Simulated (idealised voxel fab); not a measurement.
Process module, titled voxel ribs on slabs
This is section cut - it's 175 nm across, gridded in 5 nm square cells.
Bands, listed from the top down, are how a cross-section gets written in this document; the cross-section itself is a grid of square cells, and a band is one or more rows of them.
Band: top and bottom heights (nm) first, top before bottom; then materials from left to right, widths in nm. "everywhere" marks a sole material filling the band edge to edge. "blank" denotes empty space.
Counting heights begins at 0, where everything beneath is, in the wafer as received, one material. The lowest band has no bottom; it goes on downwards, as "0 down" shows.
With a width like "30->40", each row of cells in the band differs from the next by the same amount, the top row carrying the first number and the bottom row the second.
It should be understood that the words "nothing got changed", when stated for a given step, signify that the cross-section underwent no change in any of its cells during that step.
Listed in "Encapsulated voids": every empty space of 8 or more cells without an open way to the top. Form: width x height at distance, the distance being from the left edge, all in nm.
Read whatever lies past the settings on a step's line as the simulator's own remark about the step.
You can add "overlay nm" to a step's line. For a step with a mask, it describes how far the mask lay to the right of its planned position, and a negative number describes a lay to the left.

**Planned process steps**
1: RECEIVE with material Si
2: DIRECTIONAL_DEP with material SiO2, thk nm 25
3: DIRECTIONAL_DEP with material SiN, thk nm 15
4: MASKED_ETCH with tone cover, mask id RIB, width nm 30, etch materials SiN, depth nm 10, overlay nm 0
5: DIRECTIONAL_DEP with material aC, thk nm 10
6: PATTERN with tone cover, mask id SLAB, material resist, width nm 60, thk nm 30, overlay nm 0
7: DIRECTIONAL_ETCH with etch materials aC, depth nm 10
8: STRIP with etch materials resist
9: DIRECTIONAL_ETCH with etch materials SiN, depth nm 5
10: STRIP with etch materials aC
11: FILL_DEP with material SiO2, thk nm 20
12: CMP with height nm 55
13: DIRECTIONAL_DEP with material TiN, thk nm 10
14: MASKED_ETCH with tone cover, mask id HEATER, width nm 40, etch materials TiN, depth nm 10, overlay nm 0
15: CONFORMAL_DEP with material SiN, thk nm 10

**Incoming wafer in cross-section (state: after step 1)**
    0 down: Si everywhere
    Encapsulated voids: none

**Look at the cross-section after the module: the wafer started out the way shown above and the plan was the one shown above, yet one mistake was made along the way**
    75 to 65: blank=60, then SiN=60, then blank=55
    65 to 55: SiN=70, then TiN=40, then SiN=65
    55 to 40: SiO2 everywhere
    40 to 30: SiO2=70, then SiN=30, then SiO2=75
    30 to 25: SiO2=55, then SiN=60, then SiO2=60
    25 to 0: SiO2 everywhere
    0 down: Si everywhere
    Encapsulated voids: none
what went wrong: step 14 went in with a setting other than planned; the actual run was MASKED_ETCH with tone cover, mask id HEATER, width nm 40, etch materials TiN, depth nm 10, overlay nm 5
